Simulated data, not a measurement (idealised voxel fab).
Title: Process Module voxel air gaps
Displayed cross-section: cut, width of 170 nm, square cells sized 5 nm.
Format of a cross-section: grid, square cells. Given as bands. Order: top down. Band: one or more rows of cells. Heads up on the band format: heights come first, top then bottom, in nm. After that it's the materials left to right, each with its width in nm. A single material flagged "everywhere" fills the whole band edge to edge, and "air" means there's empty space there. Heights are expressed relative to 0, this being the level below which the as-received wafer comprises one material exclusively. The lowest band is unbounded in the downward direction and is denoted as in "0..down". The notation "30->40" denotes a width that varies across the rows of cells in the band, beginning at the first number in the top row, finishing at the second number in the bottom row, and changing by an identical amount from each row to the next. "stayed the same" -> step changed no cross-section cell. What "Fully enclosed voids" gives you is every empty space of 8 cells or more that is cut off from the top. Each appears as width x height at distance, with the distance taken from the left edge and width, height and distance all in nm. Anything after a step's settings on that line? It's the simulator's own note about the step. "overlay nm" on a masked step: distance the mask lay right of its planned place, negative for left.
THE STEPS PLANNED FOR THE PROCESS ARE AS FOLLOWS
step 1: RECEIVE | material Si
step 2: CONFORMAL_DEP | material SiO2 | thk nm 10
step 3: CONFORMAL_DEP | material SiN | thk nm 5
step 4: DIRECTIONAL_DEP | material SiO2 | thk nm 40
step 5: PATTERN | tone open | mask id LINES | material resist | width nm 15 | pitch nm 50 | thk nm 20 | overlay nm 0
step 6: DIRECTIONAL_ETCH | etch materials SiO2 | depth nm 40
step 7: STRIP | etch materials resist
step 8: CONFORMAL_DEP | material TiN | thk nm 5
step 9: FILL_DEP | material Cu | thk nm 5
step 10: CMP | height nm 55
step 11: EPI | material Ru | thk nm 10
step 12: SELECTIVE_ETCH | etch materials SiO2 | depth nm 50
step 13: CONFORMAL_DEP | material SiN | thk nm 5
Every wafer here starts from the same state; it is the step 5 width nm that distinguishes them, and the value the plan gives belongs to the first wafer.
FIRST WAFER OF SEVERAL, AS RECEIVED: CROSS-SECTION AFTER STEP 1
0..down = Si everywhere
Fully enclosed voids: none
TABLE: WAFERS, A ROW EACH; END-OF-MODULE CELL CHANGE PER MATERIAL SINCE RECEIPT, GAIN (+), LOSS (-); THEN CLOSED VOIDS
width nm 15 | +21 Cu | +42 Ru | +152 SiN | +68 SiO2 | +51 TiN | Fully enclosed voids: none
width nm 20 | +42 Cu | +48 Ru | +152 SiN | +68 SiO2 | +54 TiN | Fully enclosed voids: 20 x 30 at 50; 20 x 30 at 100
width nm 25 | +63 Cu | +54 Ru | +144 SiN | +68 SiO2 | +57 TiN | Fully enclosed voids: 15 x 30 at 50; 15 x 30 at 100
width nm 30 | +84 Cu | +60 Ru | +96 SiN | +132 SiO2 | +60 TiN | Fully enclosed voids: none
width nm 35 | +105 Cu | +62 Ru | +96 SiN | +116 SiO2 | +63 TiN | Fully enclosed voids: 10 x 30 at 0
